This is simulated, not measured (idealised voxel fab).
The process module presented herein is designated voxel ribs on slabs.
Square cell edge 5 nm, section width 155 nm, ID cut.
A cross-section in this document is a grid of square cells, and it is written down as bands, the top band listed before the ones below it; a band is made up of one or more rows of cells.
Within each band entry, the heights of the top and of the bottom of the band appear first, in that order and in nm; the materials of the band then follow from left to right, each with its corresponding width in nm. The designation "all across" on a single material indicates that it fills the band from edge to edge; the designation "air" indicates empty space.
Heights are reckoned from 0. Under this level, the received wafer is all of one material. The bottommost band is open-ended downward, for example "top 0, no bottom".
A width given as "30->40" starts at the first number in the band's top row and ends at the second number in its bottom row, shifting by an equal amount at every step from row to row.
Step note "changes: none" = no cross-section cell changed.
What "Enclosed void list" gives you is every empty space of 8 cells or more that is cut off from the top. Each appears as width x height at distance, with the distance taken from the left edge and width, height and distance all in nm.
It should be noted that, on the line of a given step, the content following the step's settings is a remark produced by the simulator itself with respect to that step.
overlay nm: how far to the right of its planned place the mask lay on this masked step (negative: to the left).
Everything after this point is organized in pairs: a cross-section before one process step, a cross-section after it that shows only as deep as the lowest changed band, and, under the pair, the intervening step with its settings. Because different runs of this module on the same starting wafer can supply different pairs, a pair continues from the pair above it only if its entry headed "Cross-section, before" says so.
CROSS-SECTION, BEFORE
    top 0, no bottom = Si all across
    Enclosed void list: none
POST-STEP APPEARANCE
    top 20, bottom 0 = SiO2 all across
    Rest of section, below 0: as before.
    Enclosed void list: none
Process step separating the two views above: DIRECTIONAL_DEP,material SiO2,thk nm 20
Cross-section, before: refer to the pair immediately above; the cross-section shown after its step is the state before this one.
POST-STEP APPEARANCE
    top 45, bottom 20 = polySi all across
    Rest of section, below 20: as before.
    Enclosed void list: none
Process step separating the two views above: DIRECTIONAL_DEP,material polySi,thk nm 25
Cross-section, before: refer to the pair immediately above; the cross-section shown after its step is the state before this one.
POST-STEP APPEARANCE
    top 45, bottom 25 = air: 65, polySi: 20, air: 70
    Rest of section, below 25: as before.
    Enclosed void list: none
Process step separating the two views above: MASKED_ETCH,tone cover,mask id RIB,width nm 20,etch materials polySi,depth nm 20,overlay nm 0
Cross-section, before: refer to the pair immediately above; the cross-section shown after its step is the state before this one.
POST-STEP APPEARANCE
    top 45, bottom 25 = air: 65, polySi: 20, air: 70
    top 25, bottom 20 = air: 40, polySi: 70, air: 45
    Rest of section, below 20: as before.
    Enclosed void list: none
Process step separating the two views above: MASKED_ETCH,tone cover,mask id SLAB,width nm 70,etch materials polySi,depth nm 5,overlay nm 0
Cross-section, before: refer to the pair immediately above; the cross-section shown after its step is the state before this one.
POST-STEP APPEARANCE
    top 65, bottom 45 = SiO2 all across
    top 45, bottom 25 = SiO2: 65, polySi: 20, SiO2: 70
    top 25, bottom 20 = SiO2: 40, polySi: 70, SiO2: 45
    Rest of section, below 20: as before.
    Enclosed void list: none
Process step separating the two views above: FILL_DEP,material SiO2,thk nm 20
Cross-section, before: refer to the pair immediately above; the cross-section shown after its step is the state before this one.
POST-STEP APPEARANCE
    top 55, bottom 45 = SiO2 all across
    Rest of section, below 45: as before.
    Enclosed void list: none
Process step separating the two views above: CMP,height nm 55
Cross-section, before: refer to the pair immediately above; the cross-section shown after its step is the state before this one.
POST-STEP APPEARANCE
    top 65, bottom 55 = TiN all across
    Rest of section, below 55: as before.
    Enclosed void list: none
Process step separating the two views above: DIRECTIONAL_DEP,material TiN,thk nm 10
Cross-section, before: refer to the pair immediately above; the cross-section shown after its step is the state before this one.
POST-STEP APPEARANCE
    top 85, bottom 65 = air: 60, resist: 30, air: 65
    Rest of section, below 65: as before.
    Enclosed void list: none
Process step separating the two views above: PATTERN,tone cover,mask id HEATER,material resist,width nm 30,thk nm 20,overlay nm 0
Cross-section, before: refer to the pair immediately above; the cross-section shown after its step is the state before this one.
POST-STEP APPEARANCE
    top 85, bottom 65 = air: 60, resist: 30, air: 65
    top 65, bottom 55 = air: 60, TiN: 30, air: 65
    Rest of section, below 55: as before.
    Enclosed void list: none
Process step separating the two views above: DIRECTIONAL_ETCH,etch materials TiN,depth nm 10
Cross-section, before: refer to the pair immediately above; the cross-section shown after its step is the state before this one.
POST-STEP APPEARANCE
    top 65, bottom 55 = air: 60, TiN: 30, air: 65
    Rest of section, below 55: as before.
    Enclosed void list: none
Process step separating the two views above: STRIP,etch materials resist
Cross-section, before: refer to the pair immediately above; the cross-section shown after its step is the state before this one.
POST-STEP APPEARANCE
    top 70, bottom 65 = air: 55, SiO2: 40, air: 60
    top 65, bottom 60 = air: 55, SiO2: 5, TiN: 30, SiO2: 5, air: 60
    top 60, bottom 55 = SiO2: 60, TiN: 30, SiO2: 65
    Rest of section, below 55: as before.
    Enclosed void list: none
Process step separating the two views above: CONFORMAL_DEP,material SiO2,thk nm 5
CROSS-SECTION, BEFORE
    top 20, bottom 0 = SiO2 all across
    top 0, no bottom = Si all across
    Enclosed void list: none
POST-STEP APPEARANCE
    top 40, bottom 0 = SiO2 all across
    Rest of section, below 0: as before.
    Enclosed void list: none
Process step separating the two views above: DIRECTIONAL_DEP,material SiO2,thk nm 20
Cross-section, before: refer to the pair immediately above; the cross-section shown after its step is the state before this one.
POST-STEP APPEARANCE
    top 65, bottom 40 = polySi all across
    Rest of section, below 40: as before.
    Enclosed void list: none
Process step separating the two views above: DIRECTIONAL_DEP,material polySi,thk nm 25
Cross-section, before: refer to the pair immediately above; the cross-section shown after its step is the state before this one.
POST-STEP APPEARANCE
    top 65, bottom 45 = air: 65, polySi: 20, air: 70
    Rest of section, below 45: as before.
    Enclosed void list: none
Process step separating the two views above: MASKED_ETCH,tone cover,mask id RIB,width nm 20,etch materials polySi,depth nm 20,overlay nm 0
Cross-section, before: refer to the pair immediately above; the cross-section shown after its step is the state before this one.
POST-STEP APPEARANCE
    top 65, bottom 45 = air: 65, polySi: 20, air: 70
    top 45, bottom 40 = air: 40, polySi: 70, air: 45
    Rest of section, below 40: as before.
    Enclosed void list: none
Process step separating the two views above: MASKED_ETCH,tone cover,mask id SLAB,width nm 70,etch materials polySi,depth nm 5,overlay nm 0
Cross-section, before: refer to the pair immediately above; the cross-section shown after its step is the state before this one.
POST-STEP APPEARANCE
    top 85, bottom 65 = SiO2 all across
    top 65, bottom 45 = SiO2: 65, polySi: 20, SiO2: 70
    top 45, bottom 40 = SiO2: 40, polySi: 70, SiO2: 45
    Rest of section, below 40: as before.
    Enclosed void list: none
Process step separating the two views above: FILL_DEP,material SiO2,thk nm 20
Cross-section, before: refer to the pair immediately above; the cross-section shown after its step is the state before this one.
POST-STEP APPEARANCE
    top 55, bottom 45 = SiO2: 65, polySi: 20, SiO2: 70
    Rest of section, below 45: as before.
    Enclosed void list: none
Process step separating the two views above: CMP,height nm 55
Cross-section, before: refer to the pair immediately above; the cross-section shown after its step is the state before this one.
POST-STEP APPEARANCE
    top 65, bottom 55 = TiN all across
    Rest of section, below 55: as before.
    Enclosed void list: none
Process step separating the two views above: DIRECTIONAL_DEP,material TiN,thk nm 10
Cross-section, before: refer to the pair immediately above; the cross-section shown after its step is the state before this one.
POST-STEP APPEARANCE
    top 85, bottom 65 = air: 60, resist: 30, air: 65
    Rest of section, below 65: as before.
    Enclosed void list: none
Process step separating the two views above: PATTERN,tone cover,mask id HEATER,material resist,width nm 30,thk nm 20,overlay nm 0
Cross-section, before: refer to the pair immediately above; the cross-section shown after its step is the state before this one.
POST-STEP APPEARANCE
    top 85, bottom 65 = air: 60, resist: 30, air: 65
    top 65, bottom 55 = air: 60, TiN: 30, air: 65
    Rest of section, below 55: as before.
    Enclosed void list: none
Process step separating the two views above: DIRECTIONAL_ETCH,etch materials TiN,depth nm 10
Cross-section, before: refer to the pair immediately above; the cross-section shown after its step is the state before this one.
POST-STEP APPEARANCE
    top 65, bottom 55 = air: 60, TiN: 30, air: 65
    Rest of section, below 55: as before.
    Enclosed void list: none
Process step separating the two views above: STRIP,etch materials resist
Cross-section, before: refer to the pair immediately above; the cross-section shown after its step is the state before this one.
POST-STEP APPEARANCE
    top 70, bottom 65 = air: 55, SiO2: 40, air: 60
    top 65, bottom 60 = air: 55, SiO2: 5, TiN: 30, SiO2: 5, air: 60
    top 60, bottom 55 = SiO2: 60, TiN: 30, SiO2: 65
    Rest of section, below 55: as before.
    Enclosed void list: none
Process step separating the two views above: CONFORMAL_DEP,material SiO2,thk nm 5
CROSS-SECTION, BEFORE
    top 0, no bottom = Si all across
    Enclosed void list: none
POST-STEP APPEARANCE
    top 25, bottom 0 = polySi all across
    Rest of section, below 0: as before.
    Enclosed void list: none
Process step separating the two views above: DIRECTIONAL_DEP,material polySi,thk nm 25
Cross-section, before: refer to the pair immediately above; the cross-section shown after its step is the state before this one.
POST-STEP APPEARANCE
    top 45, bottom 25 = SiO2 all across
    Rest of section, below 25: as before.
    Enclosed void list: none
Process step separating the two views above: DIRECTIONAL_DEP,material SiO2,thk nm 20
Cross-section, before: refer to the pair immediately above; the cross-section shown after its step is the state before this one.
POST-STEP APPEARANCE
    top 65, bottom 25 = SiO2 all across
    Rest of section, below 25: as before.
    Enclosed void list: none
Process step separating the two views above: FILL_DEP,material SiO2,thk nm 20
Cross-section, before: refer to the pair immediately above; the cross-section shown after its step is the state before this one.
POST-STEP APPEARANCE
    top 55, bottom 25 = SiO2 all across
    Rest of section, below 25: as before.
    Enclosed void list: none
Process step separating the two views above: CMP,height nm 55
Cross-section, before: refer to the pair immediately above; the cross-section shown after its step is the state before this one.
POST-STEP APPEARANCE
    top 65, bottom 55 = TiN all across
    Rest of section, below 55: as before.
    Enclosed void list: none
Process step separating the two views above: DIRECTIONAL_DEP,material TiN,thk nm 10
Cross-section, before: refer to the pair immediately above; the cross-section shown after its step is the state before this one.
POST-STEP APPEARANCE
    top 85, bottom 65 = air: 60, resist: 30, air: 65
    Rest of section, below 65: as before.
    Enclosed void list: none
Process step separating the two views above: PATTERN,tone cover,mask id HEATER,material resist,width nm 30,thk nm 20,overlay nm 0
Cross-section, before: refer to the pair immediately above; the cross-section shown after its step is the state before this one.
POST-STEP APPEARANCE
    top 85, bottom 65 = air: 60, resist: 30, air: 65
    top 65, bottom 55 = air: 60, TiN: 30, air: 65
    Rest of section, below 55: as before.
    Enclosed void list: none
Process step separating the two views above: DIRECTIONAL_ETCH,etch materials TiN,depth nm 10
Cross-section, before: refer to the pair immediately above; the cross-section shown after its step is the state before this one.
POST-STEP APPEARANCE
    top 65, bottom 55 = air: 60, TiN: 30, air: 65
    Rest of section, below 55: as before.
    Enclosed void list: none
Process step separating the two views above: STRIP,etch materials resist
Cross-section, before: refer to the pair immediately above; the cross-section shown after its step is the state before this one.
POST-STEP APPEARANCE
    top 70, bottom 65 = air: 55, SiO2: 40, air: 60
    top 65, bottom 60 = air: 55, SiO2: 5, TiN: 30, SiO2: 5, air: 60
    top 60, bottom 55 = SiO2: 60, TiN: 30, SiO2: 65
    Rest of section, below 55: as before.
    Enclosed void list: none
Process step separating the two views above: CONFORMAL_DEP,material SiO2,thk nm 5
CROSS-SECTION, BEFORE
    top 85, bottom 65 = air: 60, resist: 30, air: 65
    top 65, bottom 55 = TiN all across
    top 55, bottom 45 = SiO2 all across
    top 45, bottom 25 = SiO2: 65, polySi: 20, SiO2: 70
    top 25, bottom 20 = SiO2: 40, polySi: 70, SiO2: 45
    top 20, bottom 0 = SiO2 all across
    top 0, no bottom = Si all across
    Enclosed void list: none
POST-STEP APPEARANCE
    top 85, bottom 65 = air: 60, resist: 30, air: 65
    top 65, bottom 60 = air: 60, TiN: 30, air: 65
    Rest of section, below 60: as before.
    Enclosed void list: none
Process step separating the two views above: DIRECTIONAL_ETCH,etch materials TiN,depth nm 5
Cross-section, before: refer to the pair immediately above; the cross-section shown after its step is the state before this one.
POST-STEP APPEARANCE
    top 65, bottom 60 = air: 60, TiN: 30, air: 65
    Rest of section, below 60: as before.
    Enclosed void list: none
Process step separating the two views above: STRIP,etch materials resist
Cross-section, before: refer to the pair immediately above; the cross-section shown after its step is the state before this one.
POST-STEP APPEARANCE
    top 70, bottom 65 = air: 55, SiO2: 40, air: 60
    top 65, bottom 60 = SiO2: 60, TiN: 30, SiO2: 65
    Rest of section, below 60: as before.
    Enclosed void list: none
Process step separating the two views above: CONFORMAL_DEP,material SiO2,thk nm 5
CROSS-SECTION, BEFORE
    top 65, bottom 55 = TiN all across
    top 55, bottom 45 = SiO2 all across
    top 45, bottom 25 = SiO2: 65, polySi: 20, SiO2: 70
    top 25, bottom 20 = SiO2: 40, polySi: 70, SiO2: 45
    top 20, bottom 0 = SiO2 all across
    top 0, no bottom = Si all across
    Enclosed void list: none
POST-STEP APPEARANCE
    top 85, bottom 65 = air: 55, resist: 40, air: 60
    Rest of section, below 65: as before.
    Enclosed void list: none
Process step separating the two views above: PATTERN,tone cover,mask id HEATER,material resist,width nm 40,thk nm 20,overlay nm 0
Cross-section, before: refer to the pair immediately above; the cross-section shown after its step is the state before this one.
POST-STEP APPEARANCE
    top 85, bottom 65 = air: 55, resist: 40, air: 60
    top 65, bottom 55 = air: 55, TiN: 40, air: 60
    Rest of section, below 55: as before.
    Enclosed void list: none
Process step separating the two views above: DIRECTIONAL_ETCH,etch materials TiN,depth nm 10
Cross-section, before: refer to the pair immediately above; the cross-section shown after its step is the state before this one.
POST-STEP APPEARANCE
    top 65, bottom 55 = air: 55, TiN: 40, air: 60
    Rest of section, below 55: as before.
    Enclosed void list: none
Process step separating the two views above: STRIP,etch materials resist
Cross-section, before: refer to the pair immediately above; the cross-section shown after its step is the state before this one.
POST-STEP APPEARANCE
    top 70, bottom 65 = air: 50, SiO2: 50, air: 55
    top 65, bottom 60 = air: 50, SiO2: 5, TiN: 40, SiO2: 5, air: 55
    top 60, bottom 55 = SiO2: 55, TiN: 40, SiO2: 60
    Rest of section, below 55: as before.
    Enclosed void list: none
Process step separating the two views above: CONFORMAL_DEP,material SiO2,thk nm 5
CROSS-SECTION, BEFORE
    top 65, bottom 55 = TiN all across
    top 55, bottom 45 = SiO2 all across
    top 45, bottom 25 = SiO2: 65, polySi: 20, SiO2: 70
    top 25, bottom 20 = SiO2: 40, polySi: 70, SiO2: 45
    top 20, bottom 0 = SiO2 all across
    top 0, no bottom = Si all across
    Enclosed void list: none
POST-STEP APPEARANCE
    top 85, bottom 65 = air: 50, resist: 30, air: 75
    Rest of section, below 65: as before.
    Enclosed void list: none
Process step separating the two views above: PATTERN,tone cover,mask id HEATER,material resist,width nm 30,thk nm 20,overlay nm -10
Cross-section, before: refer to the pair immediately above; the cross-section shown after its step is the state before this one.
POST-STEP APPEARANCE
    top 85, bottom 65 = air: 50, resist: 30, air: 75
    top 65, bottom 55 = air: 50, TiN: 30, air: 75
    Rest of section, below 55: as before.
    Enclosed void list: none
Process step separating the two views above: DIRECTIONAL_ETCH,etch materials TiN,depth nm 10
Cross-section, before: refer to the pair immediately above; the cross-section shown after its step is the state before this one.
POST-STEP APPEARANCE
    top 65, bottom 55 = air: 50, TiN: 30, air: 75
    Rest of section, below 55: as before.
    Enclosed void list: none
Process step separating the two views above: STRIP,etch materials resist
Cross-section, before: refer to the pair immediately above; the cross-section shown after its step is the state before this one.
POST-STEP APPEARANCE
    top 70, bottom 65 = air: 45, SiO2: 40, air: 70
    top 65, bottom 60 = air: 45, SiO2: 5, TiN: 30, SiO2: 5, air: 70
    top 60, bottom 55 = SiO2: 50, TiN: 30, SiO2: 75
    Rest of section, below 55: as before.
    Enclosed void list: none
Process step separating the two views above: CONFORMAL_DEP,material SiO2,thk nm 5
CROSS-SECTION, BEFORE
    top 0, no bottom = Si all across
    Enclosed void list: none
POST-STEP APPEARANCE
    top 20, bottom 0 = TiN all across
    Rest of section, below 0: as before.
    Enclosed void list: none
Process step separating the two views above: DIRECTIONAL_DEP,material TiN,thk nm 20
Cross-section, before: refer to the pair immediately above; the cross-section shown after its step is the state before this one.
POST-STEP APPEARANCE
    top 45, bottom 20 = polySi all across
    Rest of section, below 20: as before.
    Enclosed void list: none
Process step separating the two views above: DIRECTIONAL_DEP,material polySi,thk nm 25
Cross-section, before: refer to the pair immediately above; the cross-section shown after its step is the state before this one.
POST-STEP APPEARANCE
    top 45, bottom 25 = air: 65, polySi: 20, air: 70
    Rest of section, below 25: as before.
    Enclosed void list: none
Process step separating the two views above: MASKED_ETCH,tone cover,mask id RIB,width nm 20,etch materials polySi,depth nm 20,overlay nm 0
Cross-section, before: refer to the pair immediately above; the cross-section shown after its step is the state before this one.
POST-STEP APPEARANCE
    top 45, bottom 25 = air: 65, polySi: 20, air: 70
    top 25, bottom 20 = air: 40, polySi: 70, air: 45
    Rest of section, below 20: as before.
    Enclosed void list: none
Process step separating the two views above: MASKED_ETCH,tone cover,mask id SLAB,width nm 70,etch materials polySi,depth nm 5,overlay nm 0
Cross-section, before: refer to the pair immediately above; the cross-section shown after its step is the state before this one.
POST-STEP APPEARANCE
    top 65, bottom 45 = SiO2 all across
    top 45, bottom 25 = SiO2: 65, polySi: 20, SiO2: 70
    top 25, bottom 20 = SiO2: 40, polySi: 70, SiO2: 45
    Rest of section, below 20: as before.
    Enclosed void list: none
Process step separating the two views above: FILL_DEP,material SiO2,thk nm 20
Cross-section, before: refer to the pair immediately above; the cross-section shown after its step is the state before this one.
POST-STEP APPEARANCE
    top 55, bottom 45 = SiO2 all across
    Rest of section, below 45: as before.
    Enclosed void list: none
Process step separating the two views above: CMP,height nm 55
Cross-section, before: refer to the pair immediately above; the cross-section shown after its step is the state before this one.
POST-STEP APPEARANCE
    top 65, bottom 55 = TiN all across
    Rest of section, below 55: as before.
    Enclosed void list: none
Process step separating the two views above: DIRECTIONAL_DEP,material TiN,thk nm 10
Cross-section, before: refer to the pair immediately above; the cross-section shown after its step is the state before this one.
POST-STEP APPEARANCE
    top 85, bottom 65 = air: 60, resist: 30, air: 65
    Rest of section, below 65: as before.
    Enclosed void list: none
Process step separating the two views above: PATTERN,tone cover,mask id HEATER,material resist,width nm 30,thk nm 20,overlay nm 0
Cross-section, before: refer to the pair immediately above; the cross-section shown after its step is the state before this one.
POST-STEP APPEARANCE
    top 85, bottom 65 = air: 60, resist: 30, air: 65
    top 65, bottom 55 = air: 60, TiN: 30, air: 65
    Rest of section, below 55: as before.
    Enclosed void list: none
Process step separating the two views above: DIRECTIONAL_ETCH,etch materials TiN,depth nm 10
Cross-section, before: refer to the pair immediately above; the cross-section shown after its step is the state before this one.
POST-STEP APPEARANCE
    top 65, bottom 55 = air: 60, TiN: 30, air: 65
    Rest of section, below 55: as before.
    Enclosed void list: none
Process step separating the two views above: STRIP,etch materials resist
Cross-section, before: refer to the pair immediately above; the cross-section shown after its step is the state before this one.
POST-STEP APPEARANCE
    top 70, bottom 65 = air: 55, SiO2: 40, air: 60
    top 65, bottom 60 = air: 55, SiO2: 5, TiN: 30, SiO2: 5, air: 60
    top 60, bottom 55 = SiO2: 60, TiN: 30, SiO2: 65
    Rest of section, below 55: as before.
    Enclosed void list: none
Process step separating the two views above: CONFORMAL_DEP,material SiO2,thk nm 5
CROSS-SECTION, BEFORE
    top 45, bottom 25 = air: 65, polySi: 20, air: 70
    top 25, bottom 20 = polySi all across
    top 20, bottom 0 = SiO2 all across
    top 0, no bottom = Si all across
    Enclosed void list: none
POST-STEP APPEARANCE
    top 40, bottom 25 = air: 65, polySi: 20, air: 70
    top 25, bottom 20 = polySi: 40, air: 25, polySi: 20, air: 25, polySi: 45
    Rest of section, below 20: as before.
    Enclosed void list: none
Process step separating the two views above: MASKED_ETCH,tone open,mask id SLAB,width nm 70,etch materials polySi,depth nm 5,overlay nm 0
Cross-section, before: refer to the pair immediately above; the cross-section shown after its step is the state before this one.
POST-STEP APPEARANCE
    top 60, bottom 40 = SiO2 all across
    top 40, bottom 25 = SiO2: 65, polySi: 20, SiO2: 70
    top 25, bottom 20 = polySi: 40, SiO2: 25, polySi: 20, SiO2: 25, polySi: 45
    Rest of section, below 20: as before.
    Enclosed void list: none
Process step separating the two views above: FILL_DEP,material SiO2,thk nm 20
Cross-section, before: refer to the pair immediately above; the cross-section shown after its step is the state before this one.
POST-STEP APPEARANCE
    top 55, bottom 40 = SiO2 all across
    Rest of section, below 40: as before.
    Enclosed void list: none
Process step separating the two views above: CMP,height nm 55
Cross-section, before: refer to the pair immediately above; the cross-section shown after its step is the state before this one.
POST-STEP APPEARANCE
    top 65, bottom 55 = TiN all across
    Rest of section, below 55: as before.
    Enclosed void list: none
Process step separating the two views above: DIRECTIONAL_DEP,material TiN,thk nm 10
Cross-section, before: refer to the pair immediately above; the cross-section shown after its step is the state before this one.
POST-STEP APPEARANCE
    top 85, bottom 65 = air: 60, resist: 30, air: 65
    Rest of section, below 65: as before.
    Enclosed void list: none
Process step separating the two views above: PATTERN,tone cover,mask id HEATER,material resist,width nm 30,thk nm 20,overlay nm 0
Cross-section, before: refer to the pair immediately above; the cross-section shown after its step is the state before this one.
POST-STEP APPEARANCE
    top 85, bottom 65 = air: 60, resist: 30, air: 65
    top 65, bottom 55 = air: 60, TiN: 30, air: 65
    Rest of section, below 55: as before.
    Enclosed void list: none
Process step separating the two views above: DIRECTIONAL_ETCH,etch materials TiN,depth nm 10
Cross-section, before: refer to the pair immediately above; the cross-section shown after its step is the state before this one.
POST-STEP APPEARANCE
    top 65, bottom 55 = air: 60, TiN: 30, air: 65
    Rest of section, below 55: as before.
    Enclosed void list: none
Process step separating the two views above: STRIP,etch materials resist
Cross-section, before: refer to the pair immediately above; the cross-section shown after its step is the state before this one.
POST-STEP APPEARANCE
    top 70, bottom 65 = air: 55, SiO2: 40, air: 60
    top 65, bottom 60 = air: 55, SiO2: 5, TiN: 30, SiO2: 5, air: 60
    top 60, bottom 55 = SiO2: 60, TiN: 30, SiO2: 65
    Rest of section, below 55: as before.
    Enclosed void list: none
Process step separating the two views above: CONFORMAL_DEP,material SiO2,thk nm 5
